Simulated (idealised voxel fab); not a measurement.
This section sets out a process module, namely voxel gate over fins.
Square cells of 5 nm make up the cross-section cut, whose width is 155 nm.
Reading order for cross-sections: top band down to bottom band. Underlying form: a grid of square cells. Band size: one or more rows of cells. Heads up on the band format: heights come first, top then bottom, in nm. After that it's the materials left to right, each with its width in nm. A single material flagged "all across" fills the whole band edge to edge, and "blank" means there's empty space there. Convention: height 0 is the level below which the wafer, as received, is all one material. The lowest band does not terminate at the bottom but continues downward, represented as "from 0 down". Note: "30->40" means the width goes from the first number (top row of the band) to the second number (bottom row) in equal steps per row of cells. For the purposes of this document, the phrase "all unchanged" attached to a step denotes that no cell within the cross-section was modified by that step. "Encapsulated voids" means: voids of 8 cells or more that are shut off from the top with no open way through. Written width x height at distance, distance from the left edge, in nm. after a step's settings: what the simulator itself notes on the step. overlay nm: where the mask lay relative to plan, measured to the right, on steps with a mask; negatives go left.

-- These are the steps we planned for the process
1) RECEIVE (material Si)
2) CONFORMAL_DEP (material SiN; thk nm 10)
3) PATTERN (tone cover; mask id FINS; material resist; width nm 15; pitch nm 55; thk nm 15; overlay nm 0)
4) DIRECTIONAL_ETCH (etch materials SiN; depth nm 10)
5) DIRECTIONAL_ETCH (etch materials Si; depth nm 30)
6) STRIP (etch materials resist)
7) FILL_DEP (material SiO2; thk nm 15)
8) CMP (height nm 10)
9) DIRECTIONAL_DEP (material aC; thk nm 15)
10) PATTERN (tone open; mask id RAIL; material resist; width nm 15; thk nm 30; overlay nm 0)
11) DIRECTIONAL_ETCH (etch materials aC; depth nm 15)
12) STRIP (etch materials resist)
13) DIRECTIONAL_ETCH (etch materials SiO2; depth nm 35)
14) STRIP (etch materials aC)
15) CONFORMAL_DEP (material TiN; thk nm 5)
16) FILL_DEP (material Ru; thk nm 5)
17) CMP (height nm 10)
18) SELECTIVE_ETCH (etch materials W Ru TiN; depth nm 30)
19) FILL_DEP (material SiO2; thk nm 5)
20) CMP (height nm 10)
21) SELECTIVE_ETCH (etch materials SiO2; depth nm 20)
22) STRIP (etch materials SiN)
23) CONFORMAL_DEP (material HfO2; thk nm 5)
24) CONFORMAL_DEP (material TiN; thk nm 5)
25) FILL_DEP (material W; thk nm 15)
26) CMP (height nm 20)
27) CONFORMAL_DEP (material SiN; thk nm 10)

-- First of two wafers, with the run carried out as planned

-- So this is the incoming wafer in cross-section - it's already been through step 1
* from 0 down  Si all across
* Encapsulated voids: none

-- State of the wafer after step 2, shown in cross-section
* from 10 to 0  SiN all across
* Below 0, the layers are the same as they were.

-- State of the wafer after step 3, shown in cross-section
* from 25 to 10  15 nm blank, 15 nm resist, 40 nm blank, 15 nm resist, 40 nm blank, 15 nm resist, 15 nm blank
* Below 10, the layers are the same as they were.

-- State of the wafer after step 4, shown in cross-section
* from 25 to 10  15 nm blank, 15 nm resist, 40 nm blank, 15 nm resist, 40 nm blank, 15 nm resist, 15 nm blank
* from 10 to 0  15 nm blank, 15 nm SiN, 40 nm blank, 15 nm SiN, 40 nm blank, 15 nm SiN, 15 nm blank
* Below 0, the layers are the same as they were.

-- State of the wafer after step 5, shown in cross-section
* from 25 to 10  15 nm blank, 15 nm resist, 40 nm blank, 15 nm resist, 40 nm blank, 15 nm resist, 15 nm blank
* from 10 to 0  15 nm blank, 15 nm SiN, 40 nm blank, 15 nm SiN, 40 nm blank, 15 nm SiN, 15 nm blank
* from 0 to -30  15 nm blank, 15 nm Si, 40 nm blank, 15 nm Si, 40 nm blank, 15 nm Si, 15 nm blank
* Below -30, the layers are the same as they were.

-- State of the wafer after step 6, shown in cross-section
* from 10 to 0  15 nm blank, 15 nm SiN, 40 nm blank, 15 nm SiN, 40 nm blank, 15 nm SiN, 15 nm blank
* Below 0, the layers are the same as they were.

-- State of the wafer after step 7, shown in cross-section
* from 25 to 10  SiO2 all across
* from 10 to 0  15 nm SiO2, 15 nm SiN, 40 nm SiO2, 15 nm SiN, 40 nm SiO2, 15 nm SiN, 15 nm SiO2
* from 0 to -30  15 nm SiO2, 15 nm Si, 40 nm SiO2, 15 nm Si, 40 nm SiO2, 15 nm Si, 15 nm SiO2
* Below -30, the layers are the same as they were.

-- State of the wafer after step 8, shown in cross-section
* from 10 to 0  15 nm SiO2, 15 nm SiN, 40 nm SiO2, 15 nm SiN, 40 nm SiO2, 15 nm SiN, 15 nm SiO2
* Below 0, the layers are the same as they were.

-- State of the wafer after step 9, shown in cross-section
* from 25 to 10  aC all across
* Below 10, the layers are the same as they were.

-- State of the wafer after step 10, shown in cross-section
* from 55 to 25  40 nm resist, 15 nm blank, 100 nm resist
* Below 25, the layers are the same as they were.

-- State of the wafer after step 11, shown in cross-section
* from 40 to 25  40 nm resist, 15 nm blank, 100 nm resist
* from 25 to 10  40 nm aC, 15 nm blank, 100 nm aC
* Below 10, the layers are the same as they were.

-- State of the wafer after step 12, shown in cross-section
* from 25 to 10  40 nm aC, 15 nm blank, 100 nm aC
* Below 10, the layers are the same as they were.

-- State of the wafer after step 13, shown in cross-section
* from 25 to 10  40 nm aC, 15 nm blank, 100 nm aC
* from 10 to 0  15 nm SiO2, 15 nm SiN, 10 nm SiO2, 15 nm blank, 15 nm SiO2, 15 nm SiN, 40 nm SiO2, 15 nm SiN, 15 nm SiO2
* from 0 to -25  15 nm SiO2, 15 nm Si, 10 nm SiO2, 15 nm blank, 15 nm SiO2, 15 nm Si, 40 nm SiO2, 15 nm Si, 15 nm SiO2
* Below -25, the layers are the same as they were.

-- State of the wafer after step 14, shown in cross-section
* from 10 to 0  15 nm SiO2, 15 nm SiN, 10 nm SiO2, 15 nm blank, 15 nm SiO2, 15 nm SiN, 40 nm SiO2, 15 nm SiN, 15 nm SiO2
* Below 0, the layers are the same as they were.

-- State of the wafer after step 15, shown in cross-section
* from 15 to 10  45 nm TiN, 5 nm blank, 105 nm TiN
* from 10 to 0  15 nm SiO2, 15 nm SiN, 10 nm SiO2, 5 nm TiN, 5 nm blank, 5 nm TiN, 15 nm SiO2, 15 nm SiN, 40 nm SiO2, 15 nm SiN, 15 nm SiO2
* from 0 to -20  15 nm SiO2, 15 nm Si, 10 nm SiO2, 5 nm TiN, 5 nm blank, 5 nm TiN, 15 nm SiO2, 15 nm Si, 40 nm SiO2, 15 nm Si, 15 nm SiO2
* from -20 to -25  15 nm SiO2, 15 nm Si, 10 nm SiO2, 15 nm TiN, 15 nm SiO2, 15 nm Si, 40 nm SiO2, 15 nm Si, 15 nm SiO2
* Below -25, the layers are the same as they were.

-- State of the wafer after step 16, shown in cross-section
* from 20 to 15  Ru all across
* from 15 to 10  45 nm TiN, 5 nm Ru, 105 nm TiN
* from 10 to 0  15 nm SiO2, 15 nm SiN, 10 nm SiO2, 5 nm TiN, 5 nm Ru, 5 nm TiN, 15 nm SiO2, 15 nm SiN, 40 nm SiO2, 15 nm SiN, 15 nm SiO2
* from 0 to -20  15 nm SiO2, 15 nm Si, 10 nm SiO2, 5 nm TiN, 5 nm Ru, 5 nm TiN, 15 nm SiO2, 15 nm Si, 40 nm SiO2, 15 nm Si, 15 nm SiO2
* Below -20, the layers are the same as they were.

-- State of the wafer after step 17, shown in cross-section
* from 10 to 0  15 nm SiO2, 15 nm SiN, 10 nm SiO2, 5 nm TiN, 5 nm Ru, 5 nm TiN, 15 nm SiO2, 15 nm SiN, 40 nm SiO2, 15 nm SiN, 15 nm SiO2
* Below 0, the layers are the same as they were.

-- State of the wafer after step 18, shown in cross-section
* from 10 to 0  15 nm SiO2, 15 nm SiN, 10 nm SiO2, 15 nm blank, 15 nm SiO2, 15 nm SiN, 40 nm SiO2, 15 nm SiN, 15 nm SiO2
* from 0 to -20  15 nm SiO2, 15 nm Si, 10 nm SiO2, 15 nm blank, 15 nm SiO2, 15 nm Si, 40 nm SiO2, 15 nm Si, 15 nm SiO2
* Below -20, the layers are the same as they were.

-- State of the wafer after step 19, shown in cross-section
* from 15 to 10  SiO2 all across
* from 10 to 0  15 nm SiO2, 15 nm SiN, 40 nm SiO2, 15 nm SiN, 40 nm SiO2, 15 nm SiN, 15 nm SiO2
* from 0 to -20  15 nm SiO2, 15 nm Si, 40 nm SiO2, 15 nm Si, 40 nm SiO2, 15 nm Si, 15 nm SiO2
* Below -20, the layers are the same as they were.

-- State of the wafer after step 20, shown in cross-section
* from 10 to 0  15 nm SiO2, 15 nm SiN, 40 nm SiO2, 15 nm SiN, 40 nm SiO2, 15 nm SiN, 15 nm SiO2
* Below 0, the layers are the same as they were.

-- State of the wafer after step 21, shown in cross-section
* from 10 to 0  15 nm blank, 15 nm SiN, 40 nm blank, 15 nm SiN, 40 nm blank, 15 nm SiN, 15 nm blank
* from 0 to -10  15 nm blank, 15 nm Si, 40 nm blank, 15 nm Si, 40 nm blank, 15 nm Si, 15 nm blank
* Below -10, the layers are the same as they were.

-- State of the wafer after step 22, shown in cross-section
* from 0 to -10  15 nm blank, 15 nm Si, 40 nm blank, 15 nm Si, 40 nm blank, 15 nm Si, 15 nm blank
* Below -10, the layers are the same as they were.

-- State of the wafer after step 23, shown in cross-section
* from 5 to 0  10 nm blank, 25 nm HfO2, 30 nm blank, 25 nm HfO2, 30 nm blank, 25 nm HfO2, 10 nm blank
* from 0 to -5  10 nm blank, 5 nm HfO2, 15 nm Si, 5 nm HfO2, 30 nm blank, 5 nm HfO2, 15 nm Si, 5 nm HfO2, 30 nm blank, 5 nm HfO2, 15 nm Si, 5 nm HfO2, 10 nm blank
* from -5 to -10  15 nm HfO2, 15 nm Si, 40 nm HfO2, 15 nm Si, 40 nm HfO2, 15 nm Si, 15 nm HfO2
* Below -10, the layers are the same as they were.

-- State of the wafer after step 24, shown in cross-section
* from 10 to 5  5 nm blank, 35 nm TiN, 20 nm blank, 35 nm TiN, 20 nm blank, 35 nm TiN, 5 nm blank
* from 5 to 0  5 nm blank, 5 nm TiN, 25 nm HfO2, 5 nm TiN, 20 nm blank, 5 nm TiN, 25 nm HfO2, 5 nm TiN, 20 nm blank, 5 nm TiN, 25 nm HfO2, 5 nm TiN, 5 nm blank
* from 0 to -5  10 nm TiN, 5 nm HfO2, 15 nm Si, 5 nm HfO2, 30 nm TiN, 5 nm HfO2, 15 nm Si, 5 nm HfO2, 30 nm TiN, 5 nm HfO2, 15 nm Si, 5 nm HfO2, 10 nm TiN
* Below -5, the layers are the same as they were.

-- State of the wafer after step 25, shown in cross-section
* from 25 to 10  W all across
* from 10 to 5  5 nm W, 35 nm TiN, 20 nm W, 35 nm TiN, 20 nm W, 35 nm TiN, 5 nm W
* from 5 to 0  5 nm W, 5 nm TiN, 25 nm HfO2, 5 nm TiN, 20 nm W, 5 nm TiN, 25 nm HfO2, 5 nm TiN, 20 nm W, 5 nm TiN, 25 nm HfO2, 5 nm TiN, 5 nm W
* Below 0, the layers are the same as they were.

-- State of the wafer after step 26, shown in cross-section
* from 20 to 10  W all across
* Below 10, the layers are the same as they were.

-- State of the wafer after step 27, shown in cross-section
* from 30 to 20  SiN all across
* Below 20, the layers are the same as they were.

-- Okay, second wafer. Nothing different at the start, nothing different in the plan, just one mistake somewhere in the running. As far as step 22, counting that step, it's the first wafer all over again

The second wafer in cross-section, at the planned close of step 23: all unchanged

-- The second wafer in cross-section, at the planned close of step 24
* from 5 to 0  10 nm blank, 25 nm TiN, 30 nm blank, 25 nm TiN, 30 nm blank, 25 nm TiN, 10 nm blank
* from 0 to -5  10 nm blank, 5 nm TiN, 15 nm Si, 5 nm TiN, 30 nm blank, 5 nm TiN, 15 nm Si, 5 nm TiN, 30 nm blank, 5 nm TiN, 15 nm Si, 5 nm TiN, 10 nm blank
* from -5 to -10  15 nm TiN, 15 nm Si, 40 nm TiN, 15 nm Si, 40 nm TiN, 15 nm Si, 15 nm TiN
* Below -10, the layers are the same as they were.

-- The second wafer in cross-section, at the planned close of step 25
* from 20 to 5  W all across
* from 5 to 0  10 nm W, 25 nm TiN, 30 nm W, 25 nm TiN, 30 nm W, 25 nm TiN, 10 nm W
* from 0 to -5  10 nm W, 5 nm TiN, 15 nm Si, 5 nm TiN, 30 nm W, 5 nm TiN, 15 nm Si, 5 nm TiN, 30 nm W, 5 nm TiN, 15 nm Si, 5 nm TiN, 10 nm W
* Below -5, the layers are the same as they were.

The second wafer in cross-section, at the planned close of step 26: all unchanged

-- The second wafer in cross-section, at the planned close of step 27
* from 30 to 20  SiN all across
* Below 20, the layers are the same as they were.
Run error: step 23 was left out
Wafer comparison, final, in cells, second relative to first, materials more or fewer: HfO2 -43, W +43
